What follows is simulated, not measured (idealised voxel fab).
Herein follows the process module entitled voxel quadruple lines.
Cross-section cut spans 245 nm and uses square cells 5 nm in size.
Just so we're on the same page, the cross-sections are grids of square cells, and they're listed out in bands top to bottom, each band one or more rows deep. Top height, bottom height, nm. Materials left to right, width each, nm. Single material + "full width" = fills band edge to edge. "empty" = empty. Convention: height 0 is the level below which the wafer, as received, is all one material. The lowest band does not terminate at the bottom but continues downward, represented as "z 0 and below". Width "30->40": first value at the band's top row of cells, second value at its bottom row, equal change from row to row. Take "nothing altered" at face value: in the step it is given for, the cross-section changed in none of its cells. Basically, "Closed void listing" tells you about the enclosed voids: empty spaces with no open way to the top, 8 cells or bigger, each written width x height at distance, where distance is from the left edge, all in nm. What comes after the settings on a step's line is commentary from the simulator itself on that step. The setting "overlay nm" may be written on the line of a step. When the step uses a mask, the value reports how far to the right of the planned place the mask lay, and a negative value reports that it lay to the left.
[Process steps (planned)]
1. RECEIVE,material Si
2. CONFORMAL_DEP,material Al2O3,thk nm 5
3. DIRECTIONAL_DEP,material TiN,thk nm 10
4. DIRECTIONAL_DEP,material polySi,thk nm 20
5. DIRECTIONAL_DEP,material aC,thk nm 25
6. PATTERN,tone cover,mask id MANDREL,material resist,width nm 35,pitch nm 100,thk nm 30,overlay nm 0
7. DIRECTIONAL_ETCH,etch materials aC,depth nm 25
8. STRIP,etch materials resist
9. CONFORMAL_DEP,material SiO2,thk nm 15
10. DIRECTIONAL_ETCH,etch materials SiO2,depth nm 15
11. STRIP,etch materials aC
12. DIRECTIONAL_ETCH,etch materials polySi,depth nm 20
13. STRIP,etch materials SiO2
14. CONFORMAL_DEP,material SiCN,thk nm 10
15. DIRECTIONAL_ETCH,etch materials SiCN,depth nm 10
16. STRIP,etch materials polySi
17. DIRECTIONAL_ETCH,etch materials TiN,depth nm 10
18. STRIP,etch materials SiCN
[Step 1 complete: cross-section of the wafer as received]
> z 0 and below | Si full width
> Closed void listing: none
[End-of-module XS, first of two wafers, run as planned]
> z 15 to 5 | empty (30); TiN (10); empty (15); TiN (10); empty (15); TiN (10); empty (15); TiN (10); empty (15); TiN (10); empty (15); TiN (10); empty (15); TiN (10); empty (15); TiN (10); empty (30)
> z 5 to 0 | Al2O3 full width
> z 0 and below | Si full width
> Closed void listing: none
[Cross-sectional view: second of two wafers, end of module; start and plan identical to the first, one mistake in running]
> z 15 to 10 | Al2O3 full width
> z 10 to 0 | TiN full width
> z 0 and below | Si full width
> Closed void listing: none
what went wrong: ran 2 and 3 in swapped order versus the plan
Final wafer comparison in cells, second versus first, more or fewer per material: 66 more of TiN
